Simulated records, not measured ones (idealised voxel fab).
process module | voxel fin reveal
cross-section cut | 185 nm wide | cells 5 nm
A cross-section is a grid of square cells, given in bands from the top down. A band is one or more rows of cells.
Each band's line starts with the height of the band's top and of its bottom, in nm. Then come its materials from left to right, each with its width in nm. One material with "throughout" fills the band from edge to edge. "air" is empty space.
Height 0 is the level under which the wafer as received is all one material. The lowest band goes on downwards, as in "0 down".
A width such as "30 to 40" changes by the same amount from each row of cells to the next, from the band's top row to its bottom row.
"no change" after a step means that no cell of the cross-section changed.
closed voids: empty space of 8 cells or more with no open way to the top, each as width x height at its distance from the left edge, in nm
after a step's settings: what the simulator itself notes on the step
overlay nm, on a step with a mask: how far to the right of its planned place the mask lay; to the left if negative
plan
1 op RECEIVE | material Si
2 op CONFORMAL_DEP | material SiN | thk nm 5
3 op DIRECTIONAL_DEP | material aC | thk nm 15
4 op PATTERN | tone cover | mask id FINS | material resist | width nm 15 | pitch nm 45 | thk nm 35 | overlay nm 0
5 op DIRECTIONAL_ETCH | etch materials aC | depth nm 15
6 op STRIP | etch materials resist
7 op DIRECTIONAL_ETCH | etch materials SiN | depth nm 5
8 op DIRECTIONAL_ETCH | etch materials Si | depth nm 35
9 op STRIP | etch materials aC
10 op OXIDIZE | depth nm 5
11 op FILL_DEP | material SiO2 | thk nm 10
12 op CMP | height nm 5
13 op SELECTIVE_ETCH | etch materials SiO2 | depth nm 20
14 op STRIP | etch materials SiN
15 op CONFORMAL_DEP | material SiO2 | thk nm 5
first wafer, as planned
as received, after step 1
  0 down: Si throughout
  closed voids: none
after step 2
  5 to 0: SiN throughout
  below 0: unchanged
after step 3
  20 to 5: aC throughout
  below 5: unchanged
after step 4
  55 to 20: air 60 | resist 15 | air 30 | resist 15 | air 65
  below 20: unchanged
after step 5
  40 to 20: air 60 | resist 15 | air 30 | resist 15 | air 65
  20 to 5: air 60 | aC 15 | air 30 | aC 15 | air 65
  below 5: unchanged
after step 6
  20 to 5: air 60 | aC 15 | air 30 | aC 15 | air 65
  below 5: unchanged
after step 7
  20 to 5: air 60 | aC 15 | air 30 | aC 15 | air 65
  5 to 0: air 60 | SiN 15 | air 30 | SiN 15 | air 65
  below 0: unchanged
after step 8
  20 to 5: air 60 | aC 15 | air 30 | aC 15 | air 65
  5 to 0: air 60 | SiN 15 | air 30 | SiN 15 | air 65
  0 to -35: air 60 | Si 15 | air 30 | Si 15 | air 65
  below -35: unchanged
after step 9
  5 to 0: air 60 | SiN 15 | air 30 | SiN 15 | air 65
  below 0: unchanged
after step 10
  5 to 0: air 60 | SiN 15 | air 30 | SiN 15 | air 65
  0 to -35: air 60 | SiO2 5 | Si 5 | SiO2 5 | air 30 | SiO2 5 | Si 5 | SiO2 5 | air 65
  -35 to -40: SiO2 65 | Si 5 | SiO2 40 | Si 5 | SiO2 70
  below -40: unchanged
after step 11
  15 to 5: SiO2 throughout
  5 to 0: SiO2 60 | SiN 15 | SiO2 30 | SiN 15 | SiO2 65
  0 to -40: SiO2 65 | Si 5 | SiO2 40 | Si 5 | SiO2 70
  below -40: unchanged
after step 12
  5 to 0: SiO2 60 | SiN 15 | SiO2 30 | SiN 15 | SiO2 65
  below 0: unchanged
after step 13
  5 to 0: air 60 | SiN 15 | air 30 | SiN 15 | air 65
  0 to -15: air 65 | Si 5 | air 40 | Si 5 | air 70
  below -15: unchanged
after step 14
  0 to -15: air 65 | Si 5 | air 40 | Si 5 | air 70
  below -15: unchanged
after step 15
  5 to 0: air 60 | SiO2 15 | air 30 | SiO2 15 | air 65
  0 to -10: air 60 | SiO2 5 | Si 5 | SiO2 5 | air 30 | SiO2 5 | Si 5 | SiO2 5 | air 65
  -10 to -40: SiO2 65 | Si 5 | SiO2 40 | Si 5 | SiO2 70
  below -40: unchanged
second wafer: like start, like plan, one mistake. Through step 12 it matches the first wafer
when step 13 should have ended
  5 to 0: air 60 | SiN 15 | air 30 | SiN 15 | air 65
  0 to -35: air 65 | Si 5 | air 40 | Si 5 | air 70
  below -35: unchanged
when step 14 should have ended
  0 to -35: air 65 | Si 5 | air 40 | Si 5 | air 70
  below -35: unchanged
when step 15 should have ended
  5 to 0: air 60 | SiO2 15 | air 30 | SiO2 15 | air 65
  0 to -30: air 60 | SiO2 5 | Si 5 | SiO2 5 | air 30 | SiO2 5 | Si 5 | SiO2 5 | air 65
  -30 to -40: SiO2 65 | Si 5 | SiO2 40 | Si 5 | SiO2 70
  below -40: unchanged
what went wrong: step 13 was run twice
at the end the second wafer has, in cells: 124 fewer of SiO2
